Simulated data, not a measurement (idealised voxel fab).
process module | voxel released beams
cross-section cut | 245 nm wide | cells 5 nm
A cross-section is a grid of square cells, given in bands from the top down. A band is one or more rows of cells.
Each band's line starts with the height of the band's top and of its bottom, in nm. Then come its materials from left to right, each with its width in nm. One material with "throughout" fills the band from edge to edge. "air" is empty space.
Height 0 is the level under which the wafer as received is all one material. The lowest band goes on downwards, as in "0 down".
A width such as "30 to 40" changes by the same amount from each row of cells to the next, from the band's top row to its bottom row.
"no change" after a step means that no cell of the cross-section changed.
closed voids: empty space of 8 cells or more with no open way to the top, each as width x height at its distance from the left edge, in nm
after a step's settings: what the simulator itself notes on the step
overlay nm, on a step with a mask: how far to the right of its planned place the mask lay; to the left if negative
plan
1 op RECEIVE | material Si
2 op CONFORMAL_DEP | material SiN | thk nm 10
3 op DIRECTIONAL_DEP | material SiO2 | thk nm 15
4 op MASKED_ETCH | tone open | mask id ANCHOR | width nm 35 | etch materials SiO2 | depth nm 15 | overlay nm 0
5 op CONFORMAL_DEP | material W | thk nm 10
6 op MASKED_ETCH | tone cover | mask id BEAM | width nm 85 | etch materials W | depth nm 10 | overlay nm 0
7 op STRIP | etch materials SiO2
as received, after step 1
  0 down: Si throughout
  closed voids: none
first wafer at the end, as planned
  35 to 25: air 75 | W 15 | air 15 | W 55 | air 85
  25 to 20: air 80 | W 10 | air 15 | W 10 | air 130
  20 to 10: air 80 | W 35 | air 130
  10 to 0: SiN throughout
  0 down: Si throughout
  closed voids: none
second wafer at the end: like start, like plan, one mistake
  25 to 15: air 75 | W 15 | air 15 | W 55 | air 85
  15 to 10: air 80 | W 10 | air 15 | W 10 | air 130
  10 to 0: air 80 | W 35 | air 130
  0 down: Si throughout
  closed voids: none
what went wrong: step 2 was left out
at the end the second wafer has, in cells: 98 fewer of SiN
